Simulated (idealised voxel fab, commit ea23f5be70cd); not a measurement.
Process module under the name voxel tone inversion
The figure presents cross-section cut, which has a width of 175 nm and is divided into square cells with an edge length of 5 nm.
Square cells in a grid make up a cross-section in this document, and the grid is given as bands, listed from the top down, each one or more rows of cells.
The band entry comprises the height of the band's top followed by the height of its bottom, expressed in nm, and subsequently the band's materials from left to right, each stated together with its width in nm. Where a single material is marked with the word "full width", that material fills the band from edge to edge. The word "empty" represents empty space.
The reference from which all heights are counted is 0, the level beneath which the as-received wafer is entirely one material; the lowest band, having no lower bound, proceeds downward and is written after the example "top 0, no bottom".
A width such as "30->40" changes by the same amount from each row of cells to the next, from the band's top row to its bottom row.
No cell of the cross-section changed in a step that is given as "changes: none".
The list in "Closed internal cavities" covers empty spaces of 8 cells or more that cannot reach the top through any open way, and it gives each as width x height at distance; the distance is from the left edge, and width, height and distance are in nm.
Note: text after step settings on the step line = simulator remark on that step.
For masked steps, "overlay nm" on the step line gives how far right of plan the mask actually lay; a minus sign means it lay to the left.
Process steps (planned)
- 1: RECEIVE (material Si)
- 2: CONFORMAL_DEP (material SiCN; thk nm 10)
- 3: DIRECTIONAL_DEP (material polySi; thk nm 25)
- 4: PATTERN (tone cover; mask id POSTS; material resist; width nm 25; pitch nm 45; thk nm 30; overlay nm 0)
- 5: DIRECTIONAL_ETCH (etch materials polySi; depth nm 25)
- 6: STRIP (etch materials resist)
- 7: FILL_DEP (material lowk; thk nm 5)
- 8: CMP (height nm 35)
- 9: STRIP (etch materials polySi)
Account of the first of two wafers, which was processed as intended
As-received wafer cross-section (after step 1)
* top 0, no bottom  Si full width
* Closed internal cavities: none
Cross-section through the wafer, step 2 finished
* top 10, bottom 0  SiCN full width
* Rest of section, below 0: as before.
Cross-section through the wafer, step 3 finished
* top 35, bottom 10  polySi full width
* Rest of section, below 10: as before.
Cross-section through the wafer, step 4 finished
* top 65, bottom 35  empty=30, then resist=25, then empty=20, then resist=25, then empty=20, then resist=25, then empty=30
* Rest of section, below 35: as before.
Cross-section through the wafer, step 5 finished
* top 65, bottom 35  empty=30, then resist=25, then empty=20, then resist=25, then empty=20, then resist=25, then empty=30
* top 35, bottom 10  empty=30, then polySi=25, then empty=20, then polySi=25, then empty=20, then polySi=25, then empty=30
* Rest of section, below 10: as before.
Cross-section through the wafer, step 6 finished
* top 35, bottom 10  empty=30, then polySi=25, then empty=20, then polySi=25, then empty=20, then polySi=25, then empty=30
* Rest of section, below 10: as before.
Cross-section through the wafer, step 7 finished
* top 40, bottom 35  lowk full width
* top 35, bottom 10  lowk=30, then polySi=25, then lowk=20, then polySi=25, then lowk=20, then polySi=25, then lowk=30
* Rest of section, below 10: as before.
Cross-section through the wafer, step 8 finished
* top 35, bottom 10  lowk=30, then polySi=25, then lowk=20, then polySi=25, then lowk=20, then polySi=25, then lowk=30
* Rest of section, below 10: as before.
Cross-section through the wafer, step 9 finished
* top 35, bottom 10  lowk=30, then empty=25, then lowk=20, then empty=25, then lowk=20, then empty=25, then lowk=30
* Rest of section, below 10: as before.
Okay, second wafer. Nothing different at the start, nothing different in the plan, just one mistake somewhere in the running. As far as step 1, counting that step, it's the first wafer all over again
Cross-sectional view of the second wafer at the intended end time of process step 2
* top 10, bottom 0  lowk full width
* Rest of section, below 0: as before.
Cross-sectional view of the second wafer at the intended end time of process step 3
* top 35, bottom 10  polySi full width
* Rest of section, below 10: as before.
Cross-sectional view of the second wafer at the intended end time of process step 4
* top 65, bottom 35  empty=30, then resist=25, then empty=20, then resist=25, then empty=20, then resist=25, then empty=30
* Rest of section, below 35: as before.
Cross-sectional view of the second wafer at the intended end time of process step 5
* top 65, bottom 35  empty=30, then resist=25, then empty=20, then resist=25, then empty=20, then resist=25, then empty=30
* top 35, bottom 10  empty=30, then polySi=25, then empty=20, then polySi=25, then empty=20, then polySi=25, then empty=30
* Rest of section, below 10: as before.
Cross-sectional view of the second wafer at the intended end time of process step 6
* top 35, bottom 10  empty=30, then polySi=25, then empty=20, then polySi=25, then empty=20, then polySi=25, then empty=30
* Rest of section, below 10: as before.
Cross-sectional view of the second wafer at the intended end time of process step 7
* top 40, bottom 35  lowk full width
* top 35, bottom 10  lowk=30, then polySi=25, then lowk=20, then polySi=25, then lowk=20, then polySi=25, then lowk=30
* Rest of section, below 10: as before.
Cross-sectional view of the second wafer at the intended end time of process step 8
* top 35, bottom 10  lowk=30, then polySi=25, then lowk=20, then polySi=25, then lowk=20, then polySi=25, then lowk=30
* Rest of section, below 10: as before.
Cross-sectional view of the second wafer at the intended end time of process step 9
* top 35, bottom 10  lowk=30, then empty=25, then lowk=20, then empty=25, then lowk=20, then empty=25, then lowk=30
* Rest of section, below 10: as before.
It is concluded that the wafer was processed incorrectly with respect to the plan, in that step 2 deviated from plan and actually ran as CONFORMAL_DEP (material lowk; thk nm 10)
at the end the second wafer has, in cells: SiCN -70; lowk +70
